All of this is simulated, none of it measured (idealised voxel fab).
voxel wiring stack: a process module
Cross-section cut spans 190 nm and uses square cells 5 nm in size.
When this document writes out a cross-section, it uses a grid of square cells and lists it as bands, beginning at the top and moving down, with a band standing for one or more rows of cells. Basically the band line says how high the top is and how high the bottom is, in nm, and then what's in it from left to right, every material with its width in nm. Empty space shows up as "empty", and if a single material carries "edge to edge" it runs the full band edge to edge. Heights are measured from 0, the level below which the as-received wafer is all one material; the lowest band has no bottom and continues downward, written as in "0 -> down". Width spec "30..40" -> top row of cells at first value, bottom row at second value, equal per-row change in between. What does "nothing was modified" mean for a step? It means no cell of the cross-section changed in that step. Entry "Enclosed voids" = empty spaces >= 8 cells with no open way to the top; each as width x height at distance, distance from left edge, all nm. Read whatever lies past the settings on a step's line as the simulator's own remark about the step. For masked steps, "overlay nm" on the step line gives how far right of plan the mask actually lay; a minus sign means it lay to the left. For the reader: what remains of this document is a series of pairs, each showing a cross-section before one process step and a cross-section after that step which reaches down only to the lowest band that changed, with the step between them and its settings set out under the pair. It should not be assumed that a pair continues from the pair above it; the pairs can come from different runs of this module on the same starting wafer, and such continuity exists only where the entry headed "Before processing step" says so.
Before processing step:
  105 -> 85: lowk (55)  empty (25)  lowk (30)  empty (25)  lowk (55)
  85 -> 75: lowk edge to edge
  75 -> 70: SiCN edge to edge
  70 -> 55: SiO2 (50)  SiN (5)  Ru (30)  SiN (5)  SiO2 (15)  SiN (5)  Ru (30)  SiN (5)  SiO2 (45)
  55 -> 50: SiN (55)  TiN (30)  SiN (25)  TiN (30)  SiN (50)
  50 -> 40: lowk (55)  Ru (15)  lowk (120)
  40 -> 35: SiCN (55)  Ru (15)  SiCN (120)
  35 -> 15: lowk (55)  TiN (5)  Cu (15)  TiN (5)  lowk (30)  TiN (5)  Cu (15)  TiN (5)  lowk (55)
  15 -> 10: SiCN (55)  TiN (25)  SiCN (30)  TiN (25)  SiCN (55)
  10 -> 0: SiO2 edge to edge
  0 -> down: Si edge to edge
  Enclosed voids: none
Post-Process View:
  120 -> 105: resist (55)  empty (15)  resist (40)  empty (15)  resist (65)
  105 -> 85: lowk (55)  empty (15)  resist (10)  lowk (30)  empty (15)  resist (10)  lowk (55)
  No changes below 85.
  Enclosed voids: none
Formally, the process step situated between the two cross-sections above is op PATTERN | tone open | mask id METAL_3_HOLES | material resist | width nm 15 | pitch nm 55 | thk nm 15 | overlay nm 0
Before processing step: cross-section not repeated; it is the one shown after the step in the pair just above.
Post-Process View:
  120 -> 105: resist (55)  empty (15)  resist (40)  empty (15)  resist (65)
  105 -> 85: lowk (55)  empty (15)  resist (10)  lowk (30)  empty (15)  resist (10)  lowk (55)
  85 -> 75: lowk (55)  empty (15)  lowk (40)  empty (15)  lowk (65)
  No changes below 75.
  Enclosed voids: none
Formally, the process step situated between the two cross-sections above is op DIRECTIONAL_ETCH | etch materials lowk | depth nm 10
Before processing step: cross-section not repeated; it is the one shown after the step in the pair just above.
Post-Process View:
  120 -> 105: resist (55)  empty (15)  resist (40)  empty (15)  resist (65)
  105 -> 85: lowk (55)  empty (15)  resist (10)  lowk (30)  empty (15)  resist (10)  lowk (55)
  85 -> 75: lowk (55)  empty (15)  lowk (40)  empty (15)  lowk (65)
  75 -> 70: SiCN (55)  empty (15)  SiCN (40)  empty (15)  SiCN (65)
  No changes below 70.
  Enclosed voids: none
Formally, the process step situated between the two cross-sections above is op DIRECTIONAL_ETCH | etch materials SiCN | depth nm 5
Before processing step: cross-section not repeated; it is the one shown after the step in the pair just above.
Post-Process View:
  105 -> 85: lowk (55)  empty (25)  lowk (30)  empty (25)  lowk (55)
  No changes below 85.
  Enclosed voids: none
Formally, the process step situated between the two cross-sections above is op STRIP | etch materials resist
Before processing step: cross-section not repeated; it is the one shown after the step in the pair just above.
Post-Process View:
  110 -> 105: TiN (60)  empty (15)  TiN (40)  empty (15)  TiN (60)
  105 -> 90: lowk (55)  TiN (5)  empty (15)  TiN (5)  lowk (30)  TiN (5)  empty (15)  TiN (5)  lowk (55)
  90 -> 85: lowk (55)  TiN (5)  empty (5)  TiN (15)  lowk (30)  TiN (5)  empty (5)  TiN (15)  lowk (55)
  85 -> 75: lowk (55)  TiN (5)  empty (5)  TiN (5)  lowk (40)  TiN (5)  empty (5)  TiN (5)  lowk (65)
  75 -> 70: SiCN (55)  TiN (15)  SiCN (40)  TiN (15)  SiCN (65)
  No changes below 70.
  Enclosed voids: none
Formally, the process step situated between the two cross-sections above is op CONFORMAL_DEP | material TiN | thk nm 5
Before processing step: cross-section not repeated; it is the one shown after the step in the pair just above.
Post-Process View:
  115 -> 110: Ru edge to edge
  110 -> 105: TiN (60)  Ru (15)  TiN (40)  Ru (15)  TiN (60)
  105 -> 90: lowk (55)  TiN (5)  Ru (15)  TiN (5)  lowk (30)  TiN (5)  Ru (15)  TiN (5)  lowk (55)
  90 -> 85: lowk (55)  TiN (5)  Ru (5)  TiN (15)  lowk (30)  TiN (5)  Ru (5)  TiN (15)  lowk (55)
  85 -> 75: lowk (55)  TiN (5)  Ru (5)  TiN (5)  lowk (40)  TiN (5)  Ru (5)  TiN (5)  lowk (65)
  No changes below 75.
  Enclosed voids: none
Formally, the process step situated between the two cross-sections above is op FILL_DEP | material Ru | thk nm 5
Before processing step: cross-section not repeated; it is the one shown after the step in the pair just above.
Post-Process View:
  105 -> 90: lowk (55)  TiN (5)  Ru (15)  TiN (5)  lowk (30)  TiN (5)  Ru (15)  TiN (5)  lowk (55)
  No changes below 90.
  Enclosed voids: none
Formally, the process step situated between the two cross-sections above is op CMP | height nm 105
Before processing step: cross-section not repeated; it is the one shown after the step in the pair just above.
Post-Process View:
  110 -> 105: SiCN edge to edge
  No changes below 105.
  Enclosed voids: none
Formally, the process step situated between the two cross-sections above is op CONFORMAL_DEP | material SiCN | thk nm 5
Before processing step: cross-section not repeated; it is the one shown after the step in the pair just above.
Post-Process View:
  135 -> 110: lowk edge to edge
  No changes below 110.
  Enclosed voids: none
Formally, the process step situated between the two cross-sections above is op DIRECTIONAL_DEP | material lowk | thk nm 25
Before processing step: cross-section not repeated; it is the one shown after the step in the pair just above.
Post-Process View:
  135 -> 110: lowk (55)  empty (15)  lowk (40)  empty (15)  lowk (65)
  No changes below 110.
  Enclosed voids: none
Formally, the process step situated between the two cross-sections above is op MASKED_ETCH | tone open | mask id METAL_4_HOLES | width nm 15 | pitch nm 55 | etch materials lowk | depth nm 25 | overlay nm 0
Before processing step: cross-section not repeated; it is the one shown after the step in the pair just above.
Post-Process View:
  145 -> 135: aC (55)  empty (15)  aC (40)  empty (15)  aC (65)
  135 -> 120: lowk (55)  empty (15)  lowk (40)  empty (15)  lowk (65)
  120 -> 110: lowk (55)  aC (15)  lowk (40)  aC (15)  lowk (65)
  No changes below 110.
  Enclosed voids: none
Formally, the process step situated between the two cross-sections above is op DIRECTIONAL_DEP | material aC | thk nm 10
Before processing step: cross-section not repeated; it is the one shown after the step in the pair just above.
Post-Process View:
  175 -> 145: resist (55)  empty (25)  resist (30)  empty (25)  resist (55)
  No changes below 145.
  Enclosed voids: none
Formally, the process step situated between the two cross-sections above is op PATTERN | tone open | mask id METAL_4 | material resist | width nm 25 | pitch nm 55 | thk nm 30 | overlay nm 0
Before processing step: cross-section not repeated; it is the one shown after the step in the pair just above.
Post-Process View:
  165 -> 145: resist (55)  empty (25)  resist (30)  empty (25)  resist (55)
  145 -> 135: aC (55)  empty (25)  aC (30)  empty (25)  aC (55)
  135 -> 110: lowk (55)  empty (15)  lowk (40)  empty (15)  lowk (65)
  No changes below 110.
  Enclosed voids: none
Formally, the process step situated between the two cross-sections above is op DIRECTIONAL_ETCH | etch materials aC | depth nm 10
Before processing step: cross-section not repeated; it is the one shown after the step in the pair just above.
Post-Process View:
  145 -> 135: aC (55)  empty (25)  aC (30)  empty (25)  aC (55)
  No changes below 135.
  Enclosed voids: none
Formally, the process step situated between the two cross-sections above is op STRIP | etch materials resist
Before processing step: cross-section not repeated; it is the one shown after the step in the pair just above.
Post-Process View:
  145 -> 135: aC (55)  empty (25)  aC (30)  empty (25)  aC (55)
  135 -> 120: lowk (55)  empty (25)  lowk (30)  empty (25)  lowk (55)
  No changes below 120.
  Enclosed voids: none
Formally, the process step situated between the two cross-sections above is op DIRECTIONAL_ETCH | etch materials lowk | depth nm 15
Before processing step: cross-section not repeated; it is the one shown after the step in the pair just above.
Post-Process View:
  145 -> 135: aC (55)  empty (25)  aC (30)  empty (25)  aC (55)
  135 -> 120: lowk (55)  empty (25)  lowk (30)  empty (25)  lowk (55)
  120 -> 110: lowk (55)  empty (15)  lowk (40)  empty (15)  lowk (65)
  110 -> 105: SiCN (55)  empty (15)  SiCN (40)  empty (15)  SiCN (65)
  No changes below 105.
  Enclosed voids: none
Formally, the process step situated between the two cross-sections above is op DIRECTIONAL_ETCH | etch materials SiCN | depth nm 5
Before processing step: cross-section not repeated; it is the one shown after the step in the pair just above.
Post-Process View:
  135 -> 120: lowk (55)  empty (25)  lowk (30)  empty (25)  lowk (55)
  No changes below 120.
  Enclosed voids: none
Formally, the process step situated between the two cross-sections above is op STRIP | etch materials aC
Before processing step: cross-section not repeated; it is the one shown after the step in the pair just above.
Post-Process View:
  140 -> 135: TiN (60)  empty (15)  TiN (40)  empty (15)  TiN (60)
  135 -> 125: lowk (55)  TiN (5)  empty (15)  TiN (5)  lowk (30)  TiN (5)  empty (15)  TiN (5)  lowk (55)
  125 -> 120: lowk (55)  TiN (5)  empty (5)  TiN (15)  lowk (30)  TiN (5)  empty (5)  TiN (15)  lowk (55)
  120 -> 110: lowk (55)  TiN (5)  empty (5)  TiN (5)  lowk (40)  TiN (5)  empty (5)  TiN (5)  lowk (65)
  110 -> 105: SiCN (55)  TiN (15)  SiCN (40)  TiN (15)  SiCN (65)
  No changes below 105.
  Enclosed voids: none
Formally, the process step situated between the two cross-sections above is op CONFORMAL_DEP | material TiN | thk nm 5
Before processing step: cross-section not repeated; it is the one shown after the step in the pair just above.
Post-Process View:
  150 -> 140: Cu edge to edge
  140 -> 135: TiN (60)  Cu (15)  TiN (40)  Cu (15)  TiN (60)
  135 -> 125: lowk (55)  TiN (5)  Cu (15)  TiN (5)  lowk (30)  TiN (5)  Cu (15)  TiN (5)  lowk (55)
  125 -> 120: lowk (55)  TiN (5)  Cu (5)  TiN (15)  lowk (30)  TiN (5)  Cu (5)  TiN (15)  lowk (55)
  120 -> 110: lowk (55)  TiN (5)  Cu (5)  TiN (5)  lowk (40)  TiN (5)  Cu (5)  TiN (5)  lowk (65)
  No changes below 110.
  Enclosed voids: none
Formally, the process step situated between the two cross-sections above is op FILL_DEP | material Cu | thk nm 10
Before processing step: cross-section not repeated; it is the one shown after the step in the pair just above.
Post-Process View:
  135 -> 125: lowk (55)  TiN (5)  Cu (15)  TiN (5)  lowk (30)  TiN (5)  Cu (15)  TiN (5)  lowk (55)
  No changes below 125.
  Enclosed voids: none
Formally, the process step situated between the two cross-sections above is op CMP | height nm 135
Before processing step: cross-section not repeated; it is the one shown after the step in the pair just above.
Post-Process View:
  140 -> 135: SiCN edge to edge
  No changes below 135.
  Enclosed voids: none
Formally, the process step situated between the two cross-sections above is op CONFORMAL_DEP | material SiCN | thk nm 5
Before processing step:
  135 -> 110: lowk edge to edge
  110 -> 105: SiCN edge to edge
  105 -> 90: lowk (55)  TiN (5)  Ru (15)  TiN (5)  lowk (30)  TiN (5)  Ru (15)  TiN (5)  lowk (55)
  90 -> 85: lowk (55)  TiN (5)  Ru (5)  TiN (15)  lowk (30)  TiN (5)  Ru (5)  TiN (15)  lowk (55)
  85 -> 75: lowk (55)  TiN (5)  Ru (5)  TiN (5)  lowk (40)  TiN (5)  Ru (5)  TiN (5)  lowk (65)
  75 -> 70: SiCN (55)  TiN (15)  SiCN (40)  TiN (15)  SiCN (65)
  70 -> 55: SiO2 (50)  SiN (5)  Ru (25)  SiN (5)  SiO2 (20)  SiN (5)  Ru (25)  SiN (5)  SiO2 (50)
  55 -> 50: SiN (55)  TiN (25)  SiN (30)  TiN (25)  SiN (55)
  50 -> 40: lowk (55)  Ru (15)  lowk (120)
  40 -> 35: SiCN (55)  Ru (15)  SiCN (120)
  35 -> 15: lowk (55)  TiN (5)  Cu (15)  TiN (5)  lowk (30)  TiN (5)  Cu (15)  TiN (5)  lowk (55)
  15 -> 10: SiCN (55)  TiN (25)  SiCN (30)  TiN (25)  SiCN (55)
  10 -> 0: SiO2 edge to edge
  0 -> down: Si edge to edge
  Enclosed voids: none
Post-Process View:
  135 -> 110: lowk (65)  empty (15)  lowk (40)  empty (15)  lowk (55)
  No changes below 110.
  Enclosed voids: none
Formally, the process step situated between the two cross-sections above is op MASKED_ETCH | tone open | mask id METAL_4_HOLES | width nm 15 | pitch nm 55 | etch materials lowk | depth nm 25 | overlay nm 10
Before processing step: cross-section not repeated; it is the one shown after the step in the pair just above.
Post-Process View:
  145 -> 135: aC (65)  empty (15)  aC (40)  empty (15)  aC (55)
  135 -> 120: lowk (65)  empty (15)  lowk (40)  empty (15)  lowk (55)
  120 -> 110: lowk (65)  aC (15)  lowk (40)  aC (15)  lowk (55)
  No changes below 110.
  Enclosed voids: none
Formally, the process step situated between the two cross-sections above is op DIRECTIONAL_DEP | material aC | thk nm 10
Before processing step: cross-section not repeated; it is the one shown after the step in the pair just above.
Post-Process View:
  175 -> 145: resist (55)  empty (25)  resist (30)  empty (25)  resist (55)
  No changes below 145.
  Enclosed voids: none
Formally, the process step situated between the two cross-sections above is op PATTERN | tone open | mask id METAL_4 | material resist | width nm 25 | pitch nm 55 | thk nm 30 | overlay nm 0
Before processing step: cross-section not repeated; it is the one shown after the step in the pair just above.
Post-Process View:
  165 -> 145: resist (55)  empty (25)  resist (30)  empty (25)  resist (55)
  145 -> 135: aC (55)  empty (25)  aC (30)  empty (25)  aC (55)
  135 -> 110: lowk (65)  empty (15)  lowk (40)  empty (15)  lowk (55)
  No changes below 110.
  Enclosed voids: none
Formally, the process step situated between the two cross-sections above is op DIRECTIONAL_ETCH | etch materials aC | depth nm 10
Before processing step: cross-section not repeated; it is the one shown after the step in the pair just above.
Post-Process View:
  145 -> 135: aC (55)  empty (25)  aC (30)  empty (25)  aC (55)
  No changes below 135.
  Enclosed voids: none
Formally, the process step situated between the two cross-sections above is op STRIP | etch materials resist
Before processing step: cross-section not repeated; it is the one shown after the step in the pair just above.
Post-Process View:
  145 -> 135: aC (55)  empty (25)  aC (30)  empty (25)  aC (55)
  135 -> 120: lowk (55)  empty (25)  lowk (30)  empty (25)  lowk (55)
  No changes below 120.
  Enclosed voids: none
Formally, the process step situated between the two cross-sections above is op DIRECTIONAL_ETCH | etch materials lowk | depth nm 15
Before processing step: cross-section not repeated; it is the one shown after the step in the pair just above.
Post-Process View:
  145 -> 135: aC (55)  empty (25)  aC (30)  empty (25)  aC (55)
  135 -> 120: lowk (55)  empty (25)  lowk (30)  empty (25)  lowk (55)
  120 -> 110: lowk (65)  empty (15)  lowk (40)  empty (15)  lowk (55)
  110 -> 105: SiCN (65)  empty (15)  SiCN (40)  empty (15)  SiCN (55)
  No changes below 105.
  Enclosed voids: none
Formally, the process step situated between the two cross-sections above is op DIRECTIONAL_ETCH | etch materials SiCN | depth nm 5
Before processing step: cross-section not repeated; it is the one shown after the step in the pair just above.
Post-Process View:
  135 -> 120: lowk (55)  empty (25)  lowk (30)  empty (25)  lowk (55)
  No changes below 120.
  Enclosed voids: none
Formally, the process step situated between the two cross-sections above is op STRIP | etch materials aC
Before processing step: cross-section not repeated; it is the one shown after the step in the pair just above.
Post-Process View:
  140 -> 135: TiN (60)  empty (15)  TiN (40)  empty (15)  TiN (60)
  135 -> 125: lowk (55)  TiN (5)  empty (15)  TiN (5)  lowk (30)  TiN (5)  empty (15)  TiN (5)  lowk (55)
  125 -> 120: lowk (55)  TiN (15)  empty (5)  TiN (5)  lowk (30)  TiN (15)  empty (5)  TiN (5)  lowk (55)
  120 -> 110: lowk (65)  TiN (5)  empty (5)  TiN (5)  lowk (40)  TiN (5)  empty (5)  TiN (5)  lowk (55)
  110 -> 105: SiCN (65)  TiN (15)  SiCN (40)  TiN (15)  SiCN (55)
  No changes below 105.
  Enclosed voids: none
Formally, the process step situated between the two cross-sections above is op CONFORMAL_DEP | material TiN | thk nm 5
Before processing step: cross-section not repeated; it is the one shown after the step in the pair just above.
Post-Process View:
  150 -> 140: Cu edge to edge
  140 -> 135: TiN (60)  Cu (15)  TiN (40)  Cu (15)  TiN (60)
  135 -> 125: lowk (55)  TiN (5)  Cu (15)  TiN (5)  lowk (30)  TiN (5)  Cu (15)  TiN (5)  lowk (55)
  125 -> 120: lowk (55)  TiN (15)  Cu (5)  TiN (5)  lowk (30)  TiN (15)  Cu (5)  TiN (5)  lowk (55)
  120 -> 110: lowk (65)  TiN (5)  Cu (5)  TiN (5)  lowk (40)  TiN (5)  Cu (5)  TiN (5)  lowk (55)
  No changes below 110.
  Enclosed voids: none
Formally, the process step situated between the two cross-sections above is op FILL_DEP | material Cu | thk nm 10
Before processing step: cross-section not repeated; it is the one shown after the step in the pair just above.
Post-Process View:
  135 -> 125: lowk (55)  TiN (5)  Cu (15)  TiN (5)  lowk (30)  TiN (5)  Cu (15)  TiN (5)  lowk (55)
  No changes below 125.
  Enclosed voids: none
Formally, the process step situated between the two cross-sections above is op CMP | height nm 135
Before processing step: cross-section not repeated; it is the one shown after the step in the pair just above.
Post-Process View:
  140 -> 135: SiCN edge to edge
  No changes below 135.
  Enclosed voids: none
Formally, the process step situated between the two cross-sections above is op CONFORMAL_DEP | material SiCN | thk nm 5
Before processing step:
  135 -> 120: lowk (55)  empty (25)  lowk (30)  empty (25)  lowk (55)
  120 -> 110: lowk (55)  empty (15)  lowk (40)  empty (15)  lowk (65)
  110 -> 105: SiCN (55)  empty (15)  SiCN (40)  empty (15)  SiCN (65)
  105 -> 90: lowk (55)  TiN (5)  Ru (15)  TiN (5)  lowk (30)  TiN (5)  Ru (15)  TiN (5)  lowk (55)
  90 -> 85: lowk (55)  TiN (5)  Ru (5)  TiN (15)  lowk (30)  TiN (5)  Ru (5)  TiN (15)  lowk (55)
  85 -> 75: lowk (55)  TiN (5)  Ru (5)  TiN (5)  lowk (40)  TiN (5)  Ru (5)  TiN (5)  lowk (65)
  75 -> 70: SiCN (55)  TiN (15)  SiCN (40)  TiN (15)  SiCN (65)
  70 -> 55: SiO2 (50)  SiN (5)  Ru (25)  SiN (5)  SiO2 (20)  SiN (5)  Ru (25)  SiN (5)  SiO2 (50)
  55 -> 50: SiN (55)  TiN (25)  SiN (30)  TiN (25)  SiN (55)
  50 -> 40: lowk (55)  Ru (15)  lowk (120)
  40 -> 35: SiCN (55)  Ru (15)  SiCN (120)
  35 -> 15: lowk (55)  TiN (5)  Cu (15)  TiN (5)  lowk (30)  TiN (5)  Cu (15)  TiN (5)  lowk (55)
  15 -> 10: SiCN (55)  TiN (25)  SiCN (30)  TiN (25)  SiCN (55)
  10 -> 0: SiO2 edge to edge
  0 -> down: Si edge to edge
  Enclosed voids: none
Post-Process View:
  140 -> 135: SiN (60)  empty (15)  SiN (40)  empty (15)  SiN (60)
  135 -> 125: lowk (55)  SiN (5)  empty (15)  SiN (5)  lowk (30)  SiN (5)  empty (15)  SiN (5)  lowk (55)
  125 -> 120: lowk (55)  SiN (5)  empty (5)  SiN (15)  lowk (30)  SiN (5)  empty (5)  SiN (15)  lowk (55)
  120 -> 110: lowk (55)  SiN (5)  empty (5)  SiN (5)  lowk (40)  SiN (5)  empty (5)  SiN (5)  lowk (65)
  110 -> 105: SiCN (55)  SiN (15)  SiCN (40)  SiN (15)  SiCN (65)
  No changes below 105.
  Enclosed voids: none
Formally, the process step situated between the two cross-sections above is op CONFORMAL_DEP | material SiN | thk nm 5
Before processing step: cross-section not repeated; it is the one shown after the step in the pair just above.
Post-Process View:
  150 -> 140: Cu edge to edge
  140 -> 135: SiN (60)  Cu (15)  SiN (40)  Cu (15)  SiN (60)
  135 -> 125: lowk (55)  SiN (5)  Cu (15)  SiN (5)  lowk (30)  SiN (5)  Cu (15)  SiN (5)  lowk (55)
  125 -> 120: lowk (55)  SiN (5)  Cu (5)  SiN (15)  lowk (30)  SiN (5)  Cu (5)  SiN (15)  lowk (55)
  120 -> 110: lowk (55)  SiN (5)  Cu (5)  SiN (5)  lowk (40)  SiN (5)  Cu (5)  SiN (5)  lowk (65)
  No changes below 110.
  Enclosed voids: none
Formally, the process step situated between the two cross-sections above is op FILL_DEP | material Cu | thk nm 10
Before processing step: cross-section not repeated; it is the one shown after the step in the pair just above.
Post-Process View:
  135 -> 125: lowk (55)  SiN (5)  Cu (15)  SiN (5)  lowk (30)  SiN (5)  Cu (15)  SiN (5)  lowk (55)
  No changes below 125.
  Enclosed voids: none
Formally, the process step situated between the two cross-sections above is op CMP | height nm 135
Before processing step: cross-section not repeated; it is the one shown after the step in the pair just above.
Post-Process View:
  140 -> 135: SiCN edge to edge
  No changes below 135.
  Enclosed voids: none
Formally, the process step situated between the two cross-sections above is op CONFORMAL_DEP | material SiCN | thk nm 5
Before processing step:
  120 -> 105: aC edge to edge
  105 -> 75: lowk edge to edge
  75 -> 70: SiCN edge to edge
  70 -> 55: SiO2 (50)  SiN (5)  Ru (25)  SiN (5)  SiO2 (20)  SiN (5)  Ru (25)  SiN (5)  SiO2 (50)
  55 -> 50: SiN (55)  TiN (25)  SiN (30)  TiN (25)  SiN (55)
  50 -> 40: lowk (55)  Ru (15)  lowk (120)
  40 -> 35: SiCN (55)  Ru (15)  SiCN (120)
  35 -> 15: lowk (55)  TiN (5)  Cu (15)  TiN (5)  lowk (30)  TiN (5)  Cu (15)  TiN (5)  lowk (55)
  15 -> 10: SiCN (55)  TiN (25)  SiCN (30)  TiN (25)  SiCN (55)
  10 -> 0: SiO2 edge to edge
  0 -> down: Si edge to edge
  Enclosed voids: none
Post-Process View:
  155 -> 120: empty (55)  resist (25)  empty (30)  resist (25)  empty (55)
  No changes below 120.
  Enclosed voids: none
Formally, the process step situated between the two cross-sections above is op PATTERN | tone cover | mask id METAL_3 | material resist | width nm 25 | pitch nm 55 | thk nm 35 | overlay nm 0
Before processing step: cross-section not repeated; it is the one shown after the step in the pair just above.
Post-Process View:
  140 -> 120: empty (55)  resist (25)  empty (30)  resist (25)  empty (55)
  120 -> 105: empty (55)  aC (25)  empty (30)  aC (25)  empty (55)
  No changes below 105.
  Enclosed voids: none
Formally, the process step situated between the two cross-sections above is op DIRECTIONAL_ETCH | etch materials aC | depth nm 15
Before processing step: cross-section not repeated; it is the one shown after the step in the pair just above.
Post-Process View:
  120 -> 105: empty (55)  aC (25)  empty (30)  aC (25)  empty (55)
  No changes below 105.
  Enclosed voids: none
Formally, the process step situated between the two cross-sections above is op STRIP | etch materials resist
Before processing step: cross-section not repeated; it is the one shown after the step in the pair just above.
Post-Process View:
  120 -> 105: empty (55)  aC (25)  empty (30)  aC (25)  empty (55)
  105 -> 85: empty (55)  lowk (25)  empty (30)  lowk (25)  empty (55)
  No changes below 85.
  Enclosed voids: none
Formally, the process step situated between the two cross-sections above is op DIRECTIONAL_ETCH | etch materials lowk | depth nm 20
Before processing step: cross-section not repeated; it is the one shown after the step in the pair just above.
Post-Process View:
  105 -> 85: empty (55)  lowk (25)  empty (30)  lowk (25)  empty (55)
  No changes below 85.
  Enclosed voids: none
Formally, the process step situated between the two cross-sections above is op STRIP | etch materials aC
Before processing step: cross-section not repeated; it is the one shown after the step in the pair just above.
Post-Process View:
  120 -> 105: resist (55)  empty (15)  resist (40)  empty (15)  resist (65)
  105 -> 85: resist (55)  lowk (25)  resist (30)  lowk (25)  resist (55)
  No changes below 85.
  Enclosed voids: none
Formally, the process step situated between the two cross-sections above is op PATTERN | tone open | mask id METAL_3_HOLES | material resist | width nm 15 | pitch nm 55 | thk nm 15 | overlay nm 0
Before processing step: cross-section not repeated; it is the one shown after the step in the pair just above.
Post-Process View:
  120 -> 105: resist (55)  empty (15)  resist (40)  empty (15)  resist (65)
  105 -> 95: resist (55)  empty (15)  lowk (10)  resist (30)  empty (15)  lowk (10)  resist (55)
  No changes below 95.
  Enclosed voids: none
Formally, the process step situated between the two cross-sections above is op DIRECTIONAL_ETCH | etch materials lowk | depth nm 10
Before processing step: cross-section not repeated; it is the one shown after the step in the pair just above.
Post-Process View:
  105 -> 95: empty (70)  lowk (10)  empty (45)  lowk (10)  empty (55)
  95 -> 85: empty (55)  lowk (25)  empty (30)  lowk (25)  empty (55)
  No changes below 85.
  Enclosed voids: none
Formally, the process step situated between the two cross-sections above is op STRIP | etch materials resist
Before processing step: cross-section not repeated; it is the one shown after the step in the pair just above.
Post-Process View:
  110 -> 105: empty (65)  TiN (20)  empty (35)  TiN (20)  empty (50)
  105 -> 95: empty (65..50)  TiN (5..20)  lowk (10)  TiN (5)  empty (35..20)  TiN (5..20)  lowk (10)  TiN (5)  empty (50)
  95 -> 90: empty (50)  TiN (5)  lowk (25)  TiN (5)  empty (20)  TiN (5)  lowk (25)  TiN (5)  empty (50)
  90 -> 85: TiN (55)  lowk (25)  TiN (30)  lowk (25)  TiN (55)
  No changes below 85.
  Enclosed voids: none
Formally, the process step situated between the two cross-sections above is op CONFORMAL_DEP | material TiN | thk nm 5
Before processing step: cross-section not repeated; it is the one shown after the step in the pair just above.
Post-Process View:
  115 -> 110: Ru edge to edge
  110 -> 105: Ru (65)  TiN (20)  Ru (35)  TiN (20)  Ru (50)
  105 -> 95: Ru (65..50)  TiN (5..20)  lowk (10)  TiN (5)  Ru (35..20)  TiN (5..20)  lowk (10)  TiN (5)  Ru (50)
  95 -> 90: Ru (50)  TiN (5)  lowk (25)  TiN (5)  Ru (20)  TiN (5)  lowk (25)  TiN (5)  Ru (50)
  No changes below 90.
  Enclosed voids: none
Formally, the process step situated between the two cross-sections above is op FILL_DEP | material Ru | thk nm 5
Before processing step: cross-section not repeated; it is the one shown after the step in the pair just above.
Post-Process View:
  105 -> 95: Ru (65..50)  TiN (5..20)  lowk (10)  TiN (5)  Ru (35..20)  TiN (5..20)  lowk (10)  TiN (5)  Ru (50)
  No changes below 95.
  Enclosed voids: none
Formally, the process step situated between the two cross-sections above is op CMP | height nm 105
Before processing step: cross-section not repeated; it is the one shown after the step in the pair just above.
Post-Process View:
  110 -> 105: SiCN edge to edge
  No changes below 105.
  Enclosed voids: none
Formally, the process step situated between the two cross-sections above is op CONFORMAL_DEP | material SiCN | thk nm 5
Before processing step: cross-section not repeated; it is the one shown after the step in the pair just above.
Post-Process View:
  135 -> 110: lowk edge to edge
  No changes below 110.
  Enclosed voids: none
Formally, the process step situated between the two cross-sections above is op DIRECTIONAL_DEP | material lowk | thk nm 25
Before processing step: cross-section not repeated; it is the one shown after the step in the pair just above.
Post-Process View:
  135 -> 110: lowk (55)  empty (15)  lowk (40)  empty (15)  lowk (65)
  No changes below 110.
  Enclosed voids: none
Formally, the process step situated between the two cross-sections above is op MASKED_ETCH | tone open | mask id METAL_4_HOLES | width nm 15 | pitch nm 55 | etch materials lowk | depth nm 25 | overlay nm 0
Before processing step: cross-section not repeated; it is the one shown after the step in the pair just above.
Post-Process View:
  145 -> 135: aC (55)  empty (15)  aC (40)  empty (15)  aC (65)
  135 -> 120: lowk (55)  empty (15)  lowk (40)  empty (15)  lowk (65)
  120 -> 110: lowk (55)  aC (15)  lowk (40)  aC (15)  lowk (65)
  No changes below 110.
  Enclosed voids: none
Formally, the process step situated between the two cross-sections above is op DIRECTIONAL_DEP | material aC | thk nm 10
Before processing step: cross-section not repeated; it is the one shown after the step in the pair just above.
Post-Process View:
  175 -> 145: resist (55)  empty (25)  resist (30)  empty (25)  resist (55)
  No changes below 145.
  Enclosed voids: none
Formally, the process step situated between the two cross-sections above is op PATTERN | tone open | mask id METAL_4 | material resist | width nm 25 | pitch nm 55 | thk nm 30 | overlay nm 0
Before processing step: cross-section not repeated; it is the one shown after the step in the pair just above.
Post-Process View:
  165 -> 145: resist (55)  empty (25)  resist (30)  empty (25)  resist (55)
  145 -> 135: aC (55)  empty (25)  aC (30)  empty (25)  aC (55)
  135 -> 110: lowk (55)  empty (15)  lowk (40)  empty (15)  lowk (65)
  No changes below 110.
  Enclosed voids: none
Formally, the process step situated between the two cross-sections above is op DIRECTIONAL_ETCH | etch materials aC | depth nm 10
Before processing step: cross-section not repeated; it is the one shown after the step in the pair just above.
Post-Process View:
  145 -> 135: aC (55)  empty (25)  aC (30)  empty (25)  aC (55)
  No changes below 135.
  Enclosed voids: none
Formally, the process step situated between the two cross-sections above is op STRIP | etch materials resist
Before processing step: cross-section not repeated; it is the one shown after the step in the pair just above.
Post-Process View:
  145 -> 135: aC (55)  empty (25)  aC (30)  empty (25)  aC (55)
  135 -> 120: lowk (55)  empty (25)  lowk (30)  empty (25)  lowk (55)
  No changes below 120.
  Enclosed voids: none
Formally, the process step situated between the two cross-sections above is op DIRECTIONAL_ETCH | etch materials lowk | depth nm 15
Before processing step: cross-section not repeated; it is the one shown after the step in the pair just above.
Post-Process View:
  145 -> 135: aC (55)  empty (25)  aC (30)  empty (25)  aC (55)
  135 -> 120: lowk (55)  empty (25)  lowk (30)  empty (25)  lowk (55)
  120 -> 110: lowk (55)  empty (15)  lowk (40)  empty (15)  lowk (65)
  110 -> 105: SiCN (55)  empty (15)  SiCN (40)  empty (15)  SiCN (65)
  No changes below 105.
  Enclosed voids: none
Formally, the process step situated between the two cross-sections above is op DIRECTIONAL_ETCH | etch materials SiCN | depth nm 5
Before processing step: cross-section not repeated; it is the one shown after the step in the pair just above.
Post-Process View:
  135 -> 120: lowk (55)  empty (25)  lowk (30)  empty (25)  lowk (55)
  No changes below 120.
  Enclosed voids: none
Formally, the process step situated between the two cross-sections above is op STRIP | etch materials aC
